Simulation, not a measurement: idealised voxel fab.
Process module heading - voxel wiring stack
We display cut, a cross-section 210 nm in width whose square cells are each 5 nm.
Cross-section, as written here: a square-cell grid given band by band from the top down, where a band holds one or more rows of cells.
Per band: top height and bottom height in nm, followed by the left-to-right materials and their widths in nm; "edge to edge" marks a single material spanning edge to edge, "air" marks empty space.
Below 0: as-received wafer, all one material; heights counted from there. Lowest band: no bottom, goes on down, written "0 down".
The notation "30 to 40" denotes a width that varies across the rows of cells in the band, beginning at the first number in the top row, finishing at the second number in the bottom row, and changing by an identical amount from each row to the next.
"nothing changed" after a step means that no cell of the cross-section changed.
Enclosed voids (no open way to top), threshold 8 cells or more, entry "Internal closed voids", notation width x height at distance, distance from left edge, nm.
On a step's line, text after the settings is the simulator commenting on that step.
overlay nm: how far to the right of its planned place the mask lay on this masked step (negative: to the left).
Pairs follow: section before one process step, section after it down to the lowest changed band, step with settings underneath. Pairs may come from different runs of this module on the same starting wafer; continuity with the pair above only as stated in the "before" entry.

## before
150 to 115 | lowk edge to edge
115 to 110 | SiCN edge to edge
110 to 90 | 55 SiO2 / 5 TiN / 10 Cu / 5 TiN / 20 SiO2 / 5 TiN / 10 Cu / 5 TiN / 20 SiO2 / 5 TiN / 10 Cu / 5 TiN / 55 SiO2
90 to 85 | 55 SiN / 20 TiN / 20 SiN / 20 TiN / 20 SiN / 20 TiN / 55 SiN
85 to 75 | 55 lowk / 5 TiN / 5 Cu / 5 TiN / 65 lowk / 5 TiN / 5 Cu / 5 TiN / 60 lowk
75 to 70 | 55 SiCN / 15 TiN / 65 SiCN / 15 TiN / 60 SiCN
70 to 65 | Cu edge to edge
65 to 60 | 60 TiN / 10 Cu / 30 TiN / 10 Cu / 30 TiN / 10 Cu / 60 TiN
60 to 55 | 55 lowk / 5 TiN / 5 Cu / 10 TiN / 20 lowk / 20 TiN / 20 lowk / 5 TiN / 5 Cu / 10 TiN / 55 lowk
55 to 45 | 55 lowk / 5 TiN / 5 Cu / 5 TiN / 65 lowk / 5 TiN / 5 Cu / 5 TiN / 60 lowk
45 to 40 | 55 SiCN / 15 TiN / 65 SiCN / 15 TiN / 60 SiCN
40 to 20 | 50 lowk / 5 SiN / 20 W / 5 SiN / 10 lowk / 5 SiN / 20 W / 5 SiN / 10 lowk / 5 SiN / 20 W / 5 SiN / 50 lowk
20 to 15 | 55 SiN / 20 TiN / 20 SiN / 20 TiN / 20 SiN / 20 TiN / 55 SiN
15 to 0 | SiO2 edge to edge
0 down | Si edge to edge
Internal closed voids: none

## Result of Step
170 to 150 | 55 resist / 15 air / 25 resist / 15 air / 25 resist / 15 air / 60 resist
Nothing below the height 150 has changed.
Internal closed voids: none
Applied between the two views above: op PATTERN | tone open | mask id METAL_4_HOLES | material resist | width nm 15 | pitch nm 40 | thk nm 20 | overlay nm 0

before: this step begins from the cross-section that the pair just above shows after its step.

## Result of Step
170 to 150 | 55 resist / 15 air / 25 resist / 15 air / 25 resist / 15 air / 60 resist
150 to 115 | 55 lowk / 15 air / 25 lowk / 15 air / 25 lowk / 15 air / 60 lowk
Nothing below the height 115 has changed.
Internal closed voids: none
Applied between the two views above: op DIRECTIONAL_ETCH | etch materials lowk | depth nm 35

before: this step begins from the cross-section that the pair just above shows after its step.

## Result of Step
150 to 115 | 55 lowk / 15 air / 25 lowk / 15 air / 25 lowk / 15 air / 60 lowk
Nothing below the height 115 has changed.
Internal closed voids: none
Applied between the two views above: op STRIP | etch materials resist

before: this step begins from the cross-section that the pair just above shows after its step.

## Result of Step
160 to 150 | 55 aC / 15 air / 25 aC / 15 air / 25 aC / 15 air / 60 aC
150 to 125 | 55 lowk / 15 air / 25 lowk / 15 air / 25 lowk / 15 air / 60 lowk
125 to 115 | 55 lowk / 15 aC / 25 lowk / 15 aC / 25 lowk / 15 aC / 60 lowk
Nothing below the height 115 has changed.
Internal closed voids: none
Applied between the two views above: op DIRECTIONAL_DEP | material aC | thk nm 10

before: this step begins from the cross-section that the pair just above shows after its step.

## Result of Step
185 to 160 | 55 resist / 20 air / 20 resist / 20 air / 20 resist / 20 air / 55 resist
Nothing below the height 160 has changed.
Internal closed voids: none
Applied between the two views above: op PATTERN | tone open | mask id METAL_4 | material resist | width nm 20 | pitch nm 40 | thk nm 25 | overlay nm 0

before: this step begins from the cross-section that the pair just above shows after its step.

## Result of Step
175 to 160 | 55 resist / 20 air / 20 resist / 20 air / 20 resist / 20 air / 55 resist
160 to 150 | 55 aC / 20 air / 20 aC / 20 air / 20 aC / 20 air / 55 aC
150 to 115 | 55 lowk / 15 air / 25 lowk / 15 air / 25 lowk / 15 air / 60 lowk
Nothing below the height 115 has changed.
Internal closed voids: none
Applied between the two views above: op DIRECTIONAL_ETCH | etch materials aC | depth nm 10

before: this step begins from the cross-section that the pair just above shows after its step.

## Result of Step
160 to 150 | 55 aC / 20 air / 20 aC / 20 air / 20 aC / 20 air / 55 aC
Nothing below the height 150 has changed.
Internal closed voids: none
Applied between the two views above: op STRIP | etch materials resist

before: this step begins from the cross-section that the pair just above shows after its step.

## Result of Step
160 to 150 | 55 aC / 20 air / 20 aC / 20 air / 20 aC / 20 air / 55 aC
150 to 130 | 55 lowk / 20 air / 20 lowk / 20 air / 20 lowk / 20 air / 55 lowk
Nothing below the height 130 has changed.
Internal closed voids: none
Applied between the two views above: op DIRECTIONAL_ETCH | etch materials lowk | depth nm 20

before: this step begins from the cross-section that the pair just above shows after its step.

## Result of Step
160 to 150 | 55 aC / 20 air / 20 aC / 20 air / 20 aC / 20 air / 55 aC
150 to 130 | 55 lowk / 20 air / 20 lowk / 20 air / 20 lowk / 20 air / 55 lowk
130 to 115 | 55 lowk / 15 air / 25 lowk / 15 air / 25 lowk / 15 air / 60 lowk
115 to 110 | 55 SiCN / 15 air / 25 SiCN / 15 air / 25 SiCN / 15 air / 60 SiCN
Nothing below the height 110 has changed.
Internal closed voids: none
Applied between the two views above: op DIRECTIONAL_ETCH | etch materials SiCN | depth nm 5

before: this step begins from the cross-section that the pair just above shows after its step.

## Result of Step
150 to 130 | 55 lowk / 20 air / 20 lowk / 20 air / 20 lowk / 20 air / 55 lowk
Nothing below the height 130 has changed.
Internal closed voids: none
Applied between the two views above: op STRIP | etch materials aC

before: this step begins from the cross-section that the pair just above shows after its step.

## Result of Step
155 to 150 | 60 TiN / 10 air / 30 TiN / 10 air / 30 TiN / 10 air / 60 TiN
150 to 135 | 55 lowk / 5 TiN / 10 air / 5 TiN / 20 lowk / 5 TiN / 10 air / 5 TiN / 20 lowk / 5 TiN / 10 air / 5 TiN / 55 lowk
135 to 130 | 55 lowk / 5 TiN / 5 air / 10 TiN / 20 lowk / 5 TiN / 5 air / 10 TiN / 20 lowk / 5 TiN / 5 air / 10 TiN / 55 lowk
130 to 115 | 55 lowk / 5 TiN / 5 air / 5 TiN / 25 lowk / 5 TiN / 5 air / 5 TiN / 25 lowk / 5 TiN / 5 air / 5 TiN / 60 lowk
115 to 110 | 55 SiCN / 15 TiN / 25 SiCN / 15 TiN / 25 SiCN / 15 TiN / 60 SiCN
Nothing below the height 110 has changed.
Internal closed voids: none
Applied between the two views above: op CONFORMAL_DEP | material TiN | thk nm 5

before: this step begins from the cross-section that the pair just above shows after its step.

## Result of Step
165 to 155 | Ru edge to edge
155 to 150 | 60 TiN / 10 Ru / 30 TiN / 10 Ru / 30 TiN / 10 Ru / 60 TiN
150 to 135 | 55 lowk / 5 TiN / 10 Ru / 5 TiN / 20 lowk / 5 TiN / 10 Ru / 5 TiN / 20 lowk / 5 TiN / 10 Ru / 5 TiN / 55 lowk
135 to 130 | 55 lowk / 5 TiN / 5 Ru / 10 TiN / 20 lowk / 5 TiN / 5 Ru / 10 TiN / 20 lowk / 5 TiN / 5 Ru / 10 TiN / 55 lowk
130 to 115 | 55 lowk / 5 TiN / 5 Ru / 5 TiN / 25 lowk / 5 TiN / 5 Ru / 5 TiN / 25 lowk / 5 TiN / 5 Ru / 5 TiN / 60 lowk
Nothing below the height 115 has changed.
Internal closed voids: none
Applied between the two views above: op FILL_DEP | material Ru | thk nm 10

before: this step begins from the cross-section that the pair just above shows after its step.

## Result of Step
150 to 135 | 55 lowk / 5 TiN / 10 Ru / 5 TiN / 20 lowk / 5 TiN / 10 Ru / 5 TiN / 20 lowk / 5 TiN / 10 Ru / 5 TiN / 55 lowk
Nothing below the height 135 has changed.
Internal closed voids: none
Applied between the two views above: op CMP | height nm 150

before: this step begins from the cross-section that the pair just above shows after its step.

## Result of Step
155 to 150 | SiN edge to edge
Nothing below the height 150 has changed.
Internal closed voids: none
Applied between the two views above: op CONFORMAL_DEP | material SiN | thk nm 5

## before
55 to 45 | lowk edge to edge
45 to 40 | 50 lowk / 30 SiN / 10 lowk / 30 SiN / 10 lowk / 30 SiN / 50 lowk
40 to 20 | 50 lowk / 5 SiN / 20 W / 5 SiN / 10 lowk / 5 SiN / 20 W / 5 SiN / 10 lowk / 5 SiN / 20 W / 5 SiN / 50 lowk
20 to 15 | 55 SiN / 20 TiN / 20 SiN / 20 TiN / 20 SiN / 20 TiN / 55 SiN
15 to 0 | SiO2 edge to edge
0 down | Si edge to edge
Internal closed voids: none

## Result of Step
50 to 45 | lowk edge to edge
Nothing below the height 45 has changed.
Internal closed voids: none
Applied between the two views above: op CMP | height nm 50

before: this step begins from the cross-section that the pair just above shows after its step.

## Result of Step
55 to 50 | SiCN edge to edge
Nothing below the height 50 has changed.
Internal closed voids: none
Applied between the two views above: op CONFORMAL_DEP | material SiCN | thk nm 5

before: this step begins from the cross-section that the pair just above shows after its step.

## Result of Step
80 to 55 | lowk edge to edge
Nothing below the height 55 has changed.
Internal closed voids: none
Applied between the two views above: op DIRECTIONAL_DEP | material lowk | thk nm 25

before: this step begins from the cross-section that the pair just above shows after its step.

## Result of Step
95 to 80 | 55 resist / 20 air / 20 resist / 20 air / 20 resist / 20 air / 55 resist
Nothing below the height 80 has changed.
Internal closed voids: none
Applied between the two views above: op PATTERN | tone open | mask id METAL_2 | material resist | width nm 20 | pitch nm 40 | thk nm 15 | overlay nm 0

before: this step begins from the cross-section that the pair just above shows after its step.

## Result of Step
95 to 80 | 55 resist / 20 air / 20 resist / 20 air / 20 resist / 20 air / 55 resist
80 to 65 | 55 lowk / 20 air / 20 lowk / 20 air / 20 lowk / 20 air / 55 lowk
Nothing below the height 65 has changed.
Internal closed voids: none
Applied between the two views above: op DIRECTIONAL_ETCH | etch materials lowk | depth nm 15

before: this step begins from the cross-section that the pair just above shows after its step.

## Result of Step
80 to 65 | 55 lowk / 20 air / 20 lowk / 20 air / 20 lowk / 20 air / 55 lowk
Nothing below the height 65 has changed.
Internal closed voids: none
Applied between the two views above: op STRIP | etch materials resist

before: this step begins from the cross-section that the pair just above shows after its step.

## Result of Step
95 to 80 | 55 aC / 20 air / 20 aC / 20 air / 20 aC / 20 air / 55 aC
80 to 65 | 55 lowk / 20 aC / 20 lowk / 20 aC / 20 lowk / 20 aC / 55 lowk
Nothing below the height 65 has changed.
Internal closed voids: none
Applied between the two views above: op DIRECTIONAL_DEP | material aC | thk nm 15

before: this step begins from the cross-section that the pair just above shows after its step.

## Result of Step
125 to 95 | 55 resist / 15 air / 65 resist / 15 air / 60 resist
95 to 80 | 55 aC / 15 air / 5 resist / 20 aC / 20 resist / 20 aC / 15 air / 5 resist / 55 aC
Nothing below the height 80 has changed.
Internal closed voids: none
Applied between the two views above: op PATTERN | tone open | mask id METAL_2_HOLES | material resist | width nm 15 | pitch nm 80 | thk nm 30 | overlay nm 0

before: this step begins from the cross-section that the pair just above shows after its step.

## Result of Step
110 to 95 | 55 resist / 15 air / 65 resist / 15 air / 60 resist
95 to 80 | 55 aC / 15 air / 5 resist / 20 aC / 20 resist / 20 aC / 15 air / 5 resist / 55 aC
80 to 65 | 55 lowk / 15 air / 5 aC / 20 lowk / 20 aC / 20 lowk / 15 air / 5 aC / 55 lowk
Nothing below the height 65 has changed.
Internal closed voids: none
Applied between the two views above: op DIRECTIONAL_ETCH | etch materials aC | depth nm 15

before: this step begins from the cross-section that the pair just above shows after its step.

## Result of Step
95 to 80 | 55 aC / 20 air / 20 aC / 20 air / 20 aC / 20 air / 55 aC
Nothing below the height 80 has changed.
Internal closed voids: none
Applied between the two views above: op STRIP | etch materials resist

before: this step begins from the cross-section that the pair just above shows after its step.

## Result of Step
95 to 80 | 55 aC / 20 air / 20 aC / 20 air / 20 aC / 20 air / 55 aC
80 to 65 | 55 lowk / 15 air / 5 aC / 20 lowk / 20 aC / 20 lowk / 15 air / 5 aC / 55 lowk
65 to 55 | 55 lowk / 15 air / 65 lowk / 15 air / 60 lowk
Nothing below the height 55 has changed.
Internal closed voids: none
Applied between the two views above: op DIRECTIONAL_ETCH | etch materials lowk | depth nm 10

before: this step begins from the cross-section that the pair just above shows after its step.

## Result of Step
95 to 80 | 55 aC / 20 air / 20 aC / 20 air / 20 aC / 20 air / 55 aC
80 to 65 | 55 lowk / 15 air / 5 aC / 20 lowk / 20 aC / 20 lowk / 15 air / 5 aC / 55 lowk
65 to 55 | 55 lowk / 15 air / 65 lowk / 15 air / 60 lowk
55 to 50 | 55 SiCN / 15 air / 65 SiCN / 15 air / 60 SiCN
Nothing below the height 50 has changed.
Internal closed voids: none
Applied between the two views above: op DIRECTIONAL_ETCH | etch materials SiCN | depth nm 5

before: this step begins from the cross-section that the pair just above shows after its step.

## Result of Step
80 to 65 | 55 lowk / 20 air / 20 lowk / 20 air / 20 lowk / 20 air / 55 lowk
Nothing below the height 65 has changed.
Internal closed voids: none
Applied between the two views above: op STRIP | etch materials aC

before: this step begins from the cross-section that the pair just above shows after its step.

## Result of Step
85 to 80 | 60 TiN / 10 air / 30 TiN / 10 air / 30 TiN / 10 air / 60 TiN
80 to 70 | 55 lowk / 5 TiN / 10 air / 5 TiN / 20 lowk / 5 TiN / 10 air / 5 TiN / 20 lowk / 5 TiN / 10 air / 5 TiN / 55 lowk
70 to 65 | 55 lowk / 5 TiN / 5 air / 10 TiN / 20 lowk / 20 TiN / 20 lowk / 5 TiN / 5 air / 10 TiN / 55 lowk
65 to 55 | 55 lowk / 5 TiN / 5 air / 5 TiN / 65 lowk / 5 TiN / 5 air / 5 TiN / 60 lowk
55 to 50 | 55 SiCN / 15 TiN / 65 SiCN / 15 TiN / 60 SiCN
Nothing below the height 50 has changed.
Internal closed voids: none
Applied between the two views above: op CONFORMAL_DEP | material TiN | thk nm 5

before: this step begins from the cross-section that the pair just above shows after its step.

## Result of Step
95 to 85 | Cu edge to edge
85 to 80 | 60 TiN / 10 Cu / 30 TiN / 10 Cu / 30 TiN / 10 Cu / 60 TiN
80 to 70 | 55 lowk / 5 TiN / 10 Cu / 5 TiN / 20 lowk / 5 TiN / 10 Cu / 5 TiN / 20 lowk / 5 TiN / 10 Cu / 5 TiN / 55 lowk
70 to 65 | 55 lowk / 5 TiN / 5 Cu / 10 TiN / 20 lowk / 20 TiN / 20 lowk / 5 TiN / 5 Cu / 10 TiN / 55 lowk
65 to 55 | 55 lowk / 5 TiN / 5 Cu / 5 TiN / 65 lowk / 5 TiN / 5 Cu / 5 TiN / 60 lowk
Nothing below the height 55 has changed.
Internal closed voids: none
Applied between the two views above: op FILL_DEP | material Cu | thk nm 10

before: this step begins from the cross-section that the pair just above shows after its step.

## Result of Step
70 to 65 | 55 lowk / 5 TiN / 5 Cu / 10 TiN / 20 lowk / 20 TiN / 20 lowk / 5 TiN / 5 Cu / 10 TiN / 55 lowk
Nothing below the height 65 has changed.
Internal closed voids: none
Applied between the two views above: op CMP | height nm 70

before: this step begins from the cross-section that the pair just above shows after its step.

## Result of Step
75 to 70 | SiCN edge to edge
Nothing below the height 70 has changed.
Internal closed voids: none
Applied between the two views above: op CONFORMAL_DEP | material SiCN | thk nm 5

before: this step begins from the cross-section that the pair just above shows after its step.

## Result of Step
85 to 75 | lowk edge to edge
Nothing below the height 75 has changed.
Internal closed voids: none
Applied between the two views above: op DIRECTIONAL_DEP | material lowk | thk nm 10

before: this step begins from the cross-section that the pair just above shows after its step.

## Result of Step
85 to 75 | 55 lowk / 15 air / 65 lowk / 15 air / 60 lowk
Nothing below the height 75 has changed.
Internal closed voids: none
Applied between the two views above: op MASKED_ETCH | tone open | mask id PLUG_2 | width nm 15 | pitch nm 80 | etch materials lowk | depth nm 10 | overlay nm 0

before: this step begins from the cross-section that the pair just above shows after its step.

## Result of Step
85 to 75 | 55 lowk / 15 air / 65 lowk / 15 air / 60 lowk
75 to 70 | 55 SiCN / 15 air / 65 SiCN / 15 air / 60 SiCN
Nothing below the height 70 has changed.
Internal closed voids: none
Applied between the two views above: op MASKED_ETCH | tone open | mask id PLUG_2 | width nm 15 | pitch nm 80 | etch materials SiCN | depth nm 5 | overlay nm 0

before: this step begins from the cross-section that the pair just above shows after its step.

## Result of Step
90 to 85 | 60 TiN / 5 air / 75 TiN / 5 air / 65 TiN
85 to 75 | 55 lowk / 5 TiN / 5 air / 5 TiN / 65 lowk / 5 TiN / 5 air / 5 TiN / 60 lowk
75 to 70 | 55 SiCN / 15 TiN / 65 SiCN / 15 TiN / 60 SiCN
Nothing below the height 70 has changed.
Internal closed voids: none
Applied between the two views above: op CONFORMAL_DEP | material TiN | thk nm 5

before: this step begins from the cross-section that the pair just above shows after its step.

## Result of Step
100 to 90 | Cu edge to edge
90 to 85 | 60 TiN / 5 Cu / 75 TiN / 5 Cu / 65 TiN
85 to 75 | 55 lowk / 5 TiN / 5 Cu / 5 TiN / 65 lowk / 5 TiN / 5 Cu / 5 TiN / 60 lowk
Nothing below the height 75 has changed.
Internal closed voids: none
Applied between the two views above: op FILL_DEP | material Cu | thk nm 10

before: this step begins from the cross-section that the pair just above shows after its step.

## Result of Step
85 to 75 | 55 lowk / 5 TiN / 5 Cu / 5 TiN / 65 lowk / 5 TiN / 5 Cu / 5 TiN / 60 lowk
Nothing below the height 75 has changed.
Internal closed voids: none
Applied between the two views above: op CMP | height nm 85

before: this step begins from the cross-section that the pair just above shows after its step.

## Result of Step
90 to 85 | SiN edge to edge
Nothing below the height 85 has changed.
Internal closed voids: none
Applied between the two views above: op CONFORMAL_DEP | material SiN | thk nm 5

before: this step begins from the cross-section that the pair just above shows after its step.

## Result of Step
110 to 90 | SiO2 edge to edge
Nothing below the height 90 has changed.
Internal closed voids: none
Applied between the two views above: op DIRECTIONAL_DEP | material SiO2 | thk nm 20

before: this step begins from the cross-section that the pair just above shows after its step.

## Result of Step
110 to 90 | 55 SiO2 / 20 air / 20 SiO2 / 20 air / 20 SiO2 / 20 air / 55 SiO2
Nothing below the height 90 has changed.
Internal closed voids: none
Applied between the two views above: op MASKED_ETCH | tone open | mask id METAL_3 | width nm 20 | pitch nm 40 | etch materials SiO2 | depth nm 20 | overlay nm 0

before: this step begins from the cross-section that the pair just above shows after its step.

## Result of Step
110 to 90 | 55 SiO2 / 20 air / 20 SiO2 / 20 air / 20 SiO2 / 20 air / 55 SiO2
90 to 85 | 55 SiN / 20 air / 20 SiN / 20 air / 20 SiN / 20 air / 55 SiN
Nothing below the height 85 has changed.
Internal closed voids: none
Applied between the two views above: op MASKED_ETCH | tone open | mask id METAL_3 | width nm 20 | pitch nm 40 | etch materials SiN | depth nm 5 | overlay nm 0

before: this step begins from the cross-section that the pair just above shows after its step.

## Result of Step
115 to 110 | 60 TiN / 10 air / 30 TiN / 10 air / 30 TiN / 10 air / 60 TiN
110 to 90 | 55 SiO2 / 5 TiN / 10 air / 5 TiN / 20 SiO2 / 5 TiN / 10 air / 5 TiN / 20 SiO2 / 5 TiN / 10 air / 5 TiN / 55 SiO2
90 to 85 | 55 SiN / 20 TiN / 20 SiN / 20 TiN / 20 SiN / 20 TiN / 55 SiN
Nothing below the height 85 has changed.
Internal closed voids: none
Applied between the two views above: op CONFORMAL_DEP | material TiN | thk nm 5

before: this step begins from the cross-section that the pair just above shows after its step.

## Result of Step
125 to 115 | Cu edge to edge
115 to 110 | 60 TiN / 10 Cu / 30 TiN / 10 Cu / 30 TiN / 10 Cu / 60 TiN
110 to 90 | 55 SiO2 / 5 TiN / 10 Cu / 5 TiN / 20 SiO2 / 5 TiN / 10 Cu / 5 TiN / 20 SiO2 / 5 TiN / 10 Cu / 5 TiN / 55 SiO2
Nothing below the height 90 has changed.
Internal closed voids: none
Applied between the two views above: op FILL_DEP | material Cu | thk nm 10

before: this step begins from the cross-section that the pair just above shows after its step.

## Result of Step
110 to 90 | 55 SiO2 / 5 TiN / 10 Cu / 5 TiN / 20 SiO2 / 5 TiN / 10 Cu / 5 TiN / 20 SiO2 / 5 TiN / 10 Cu / 5 TiN / 55 SiO2
Nothing below the height 90 has changed.
Internal closed voids: none
Applied between the two views above: op CMP | height nm 110

before: this step begins from the cross-section that the pair just above shows after its step.

## Result of Step
115 to 110 | SiCN edge to edge
Nothing below the height 110 has changed.
Internal closed voids: none
Applied between the two views above: op CONFORMAL_DEP | material SiCN | thk nm 5

before: this step begins from the cross-section that the pair just above shows after its step.

## Result of Step
150 to 115 | lowk edge to edge
Nothing below the height 115 has changed.
Internal closed voids: none
Applied between the two views above: op DIRECTIONAL_DEP | material lowk | thk nm 35

before: this step begins from the cross-section that the pair just above shows after its step.

## Result of Step
170 to 150 | 55 resist / 15 air / 25 resist / 15 air / 25 resist / 15 air / 60 resist
Nothing below the height 150 has changed.
Internal closed voids: none
Applied between the two views above: op PATTERN | tone open | mask id METAL_4_HOLES | material resist | width nm 15 | pitch nm 40 | thk nm 20 | overlay nm 0

before: this step begins from the cross-section that the pair just above shows after its step.

## Result of Step
170 to 150 | 55 resist / 15 air / 25 resist / 15 air / 25 resist / 15 air / 60 resist
150 to 115 | 55 lowk / 15 air / 25 lowk / 15 air / 25 lowk / 15 air / 60 lowk
Nothing below the height 115 has changed.
Internal closed voids: none
Applied between the two views above: op DIRECTIONAL_ETCH | etch materials lowk | depth nm 35

before: this step begins from the cross-section that the pair just above shows after its step.

## Result of Step
150 to 115 | 55 lowk / 15 air / 25 lowk / 15 air / 25 lowk / 15 air / 60 lowk
Nothing below the height 115 has changed.
Internal closed voids: none
Applied between the two views above: op STRIP | etch materials resist

before: this step begins from the cross-section that the pair just above shows after its step.

## Result of Step
160 to 150 | 55 aC / 15 air / 25 aC / 15 air / 25 aC / 15 air / 60 aC
150 to 125 | 55 lowk / 15 air / 25 lowk / 15 air / 25 lowk / 15 air / 60 lowk
125 to 115 | 55 lowk / 15 aC / 25 lowk / 15 aC / 25 lowk / 15 aC / 60 lowk
Nothing below the height 115 has changed.
Internal closed voids: none
Applied between the two views above: op DIRECTIONAL_DEP | material aC | thk nm 10

before: this step begins from the cross-section that the pair just above shows after its step.

## Result of Step
185 to 160 | 55 resist / 20 air / 20 resist / 20 air / 20 resist / 20 air / 55 resist
Nothing below the height 160 has changed.
Internal closed voids: none
Applied between the two views above: op PATTERN | tone open | mask id METAL_4 | material resist | width nm 20 | pitch nm 40 | thk nm 25 | overlay nm 0

before: this step begins from the cross-section that the pair just above shows after its step.

## Result of Step
175 to 160 | 55 resist / 20 air / 20 resist / 20 air / 20 resist / 20 air / 55 resist
160 to 150 | 55 aC / 20 air / 20 aC / 20 air / 20 aC / 20 air / 55 aC
150 to 115 | 55 lowk / 15 air / 25 lowk / 15 air / 25 lowk / 15 air / 60 lowk
Nothing below the height 115 has changed.
Internal closed voids: none
Applied between the two views above: op DIRECTIONAL_ETCH | etch materials aC | depth nm 10

before: this step begins from the cross-section that the pair just above shows after its step.

## Result of Step
160 to 150 | 55 aC / 20 air / 20 aC / 20 air / 20 aC / 20 air / 55 aC
Nothing below the height 150 has changed.
Internal closed voids: none
Applied between the two views above: op STRIP | etch materials resist

before: this step begins from the cross-section that the pair just above shows after its step.

## Result of Step
160 to 150 | 55 aC / 20 air / 20 aC / 20 air / 20 aC / 20 air / 55 aC
150 to 130 | 55 lowk / 20 air / 20 lowk / 20 air / 20 lowk / 20 air / 55 lowk
Nothing below the height 130 has changed.
Internal closed voids: none
Applied between the two views above: op DIRECTIONAL_ETCH | etch materials lowk | depth nm 20

before: this step begins from the cross-section that the pair just above shows after its step.

## Result of Step
160 to 150 | 55 aC / 20 air / 20 aC / 20 air / 20 aC / 20 air / 55 aC
150 to 130 | 55 lowk / 20 air / 20 lowk / 20 air / 20 lowk / 20 air / 55 lowk
130 to 115 | 55 lowk / 15 air / 25 lowk / 15 air / 25 lowk / 15 air / 60 lowk
115 to 110 | 55 SiCN / 15 air / 25 SiCN / 15 air / 25 SiCN / 15 air / 60 SiCN
Nothing below the height 110 has changed.
Internal closed voids: none
Applied between the two views above: op DIRECTIONAL_ETCH | etch materials SiCN | depth nm 5

before: this step begins from the cross-section that the pair just above shows after its step.

## Result of Step
150 to 130 | 55 lowk / 20 air / 20 lowk / 20 air / 20 lowk / 20 air / 55 lowk
Nothing below the height 130 has changed.
Internal closed voids: none
Applied between the two views above: op STRIP | etch materials aC

before: this step begins from the cross-section that the pair just above shows after its step.

## Result of Step
155 to 150 | 60 TiN / 10 air / 30 TiN / 10 air / 30 TiN / 10 air / 60 TiN
150 to 135 | 55 lowk / 5 TiN / 10 air / 5 TiN / 20 lowk / 5 TiN / 10 air / 5 TiN / 20 lowk / 5 TiN / 10 air / 5 TiN / 55 lowk
135 to 130 | 55 lowk / 5 TiN / 5 air / 10 TiN / 20 lowk / 5 TiN / 5 air / 10 TiN / 20 lowk / 5 TiN / 5 air / 10 TiN / 55 lowk
130 to 115 | 55 lowk / 5 TiN / 5 air / 5 TiN / 25 lowk / 5 TiN / 5 air / 5 TiN / 25 lowk / 5 TiN / 5 air / 5 TiN / 60 lowk
115 to 110 | 55 SiCN / 15 TiN / 25 SiCN / 15 TiN / 25 SiCN / 15 TiN / 60 SiCN
Nothing below the height 110 has changed.
Internal closed voids: none
Applied between the two views above: op CONFORMAL_DEP | material TiN | thk nm 5

before: this step begins from the cross-section that the pair just above shows after its step.

## Result of Step
165 to 155 | Ru edge to edge
155 to 150 | 60 TiN / 10 Ru / 30 TiN / 10 Ru / 30 TiN / 10 Ru / 60 TiN
150 to 135 | 55 lowk / 5 TiN / 10 Ru / 5 TiN / 20 lowk / 5 TiN / 10 Ru / 5 TiN / 20 lowk / 5 TiN / 10 Ru / 5 TiN / 55 lowk
135 to 130 | 55 lowk / 5 TiN / 5 Ru / 10 TiN / 20 lowk / 5 TiN / 5 Ru / 10 TiN / 20 lowk / 5 TiN / 5 Ru / 10 TiN / 55 lowk
130 to 115 | 55 lowk / 5 TiN / 5 Ru / 5 TiN / 25 lowk / 5 TiN / 5 Ru / 5 TiN / 25 lowk / 5 TiN / 5 Ru / 5 TiN / 60 lowk
Nothing below the height 115 has changed.
Internal closed voids: none
Applied between the two views above: op FILL_DEP | material Ru | thk nm 10

before: this step begins from the cross-section that the pair just above shows after its step.

## Result of Step
150 to 135 | 55 lowk / 5 TiN / 10 Ru / 5 TiN / 20 lowk / 5 TiN / 10 Ru / 5 TiN / 20 lowk / 5 TiN / 10 Ru / 5 TiN / 55 lowk
Nothing below the height 135 has changed.
Internal closed voids: none
Applied between the two views above: op CMP | height nm 150

before: this step begins from the cross-section that the pair just above shows after its step.

## Result of Step
155 to 150 | SiN edge to edge
Nothing below the height 150 has changed.
Internal closed voids: none
Applied between the two views above: op CONFORMAL_DEP | material SiN | thk nm 5

## before
70 to 45 | lowk edge to edge
45 to 40 | SiCN edge to edge
40 to 20 | 50 lowk / 5 SiN / 20 W / 5 SiN / 10 lowk / 5 SiN / 20 W / 5 SiN / 10 lowk / 5 SiN / 20 W / 5 SiN / 50 lowk
20 to 15 | 55 SiN / 20 TiN / 20 SiN / 20 TiN / 20 SiN / 20 TiN / 55 SiN
15 to 0 | SiO2 edge to edge
0 down | Si edge to edge
Internal closed voids: none

## Result of Step
85 to 70 | 60 resist / 15 air / 25 resist / 15 air / 25 resist / 15 air / 55 resist
Nothing below the height 70 has changed.
Internal closed voids: none
Applied between the two views above: op PATTERN | tone open | mask id METAL_2 | material resist | width nm 15 | pitch nm 40 | thk nm 15 | overlay nm 0

before: this step begins from the cross-section that the pair just above shows after its step.

## Result of Step
85 to 70 | 60 resist / 15 air / 25 resist / 15 air / 25 resist / 15 air / 55 resist
70 to 55 | 60 lowk / 15 air / 25 lowk / 15 air / 25 lowk / 15 air / 55 lowk
Nothing below the height 55 has changed.
Internal closed voids: none
Applied between the two views above: op DIRECTIONAL_ETCH | etch materials lowk | depth nm 15

before: this step begins from the cross-section that the pair just above shows after its step.

## Result of Step
70 to 55 | 60 lowk / 15 air / 25 lowk / 15 air / 25 lowk / 15 air / 55 lowk
Nothing below the height 55 has changed.
Internal closed voids: none
Applied between the two views above: op STRIP | etch materials resist

before: this step begins from the cross-section that the pair just above shows after its step.

## Result of Step
85 to 70 | 60 aC / 15 air / 25 aC / 15 air / 25 aC / 15 air / 55 aC
70 to 55 | 60 lowk / 15 aC / 25 lowk / 15 aC / 25 lowk / 15 aC / 55 lowk
Nothing below the height 55 has changed.
Internal closed voids: none
Applied between the two views above: op DIRECTIONAL_DEP | material aC | thk nm 15

before: this step begins from the cross-section that the pair just above shows after its step.

## Result of Step
115 to 85 | 55 resist / 15 air / 65 resist / 15 air / 60 resist
85 to 70 | 60 aC / 10 air / 5 resist / 25 aC / 15 resist / 25 aC / 10 air / 5 resist / 55 aC
Nothing below the height 70 has changed.
Internal closed voids: none
Applied between the two views above: op PATTERN | tone open | mask id METAL_2_HOLES | material resist | width nm 15 | pitch nm 80 | thk nm 30 | overlay nm 0

before: this step begins from the cross-section that the pair just above shows after its step.

## Result of Step
100 to 85 | 55 resist / 15 air / 65 resist / 15 air / 60 resist
85 to 70 | 55 aC / 15 air / 5 resist / 25 aC / 15 resist / 20 aC / 15 air / 5 resist / 55 aC
70 to 55 | 60 lowk / 10 air / 5 aC / 25 lowk / 15 aC / 25 lowk / 10 air / 5 aC / 55 lowk
Nothing below the height 55 has changed.
Internal closed voids: none
Applied between the two views above: op DIRECTIONAL_ETCH | etch materials aC | depth nm 15

before: this step begins from the cross-section that the pair just above shows after its step.

## Result of Step
85 to 70 | 55 aC / 20 air / 25 aC / 15 air / 20 aC / 20 air / 55 aC
Nothing below the height 70 has changed.
Internal closed voids: none
Applied between the two views above: op STRIP | etch materials resist
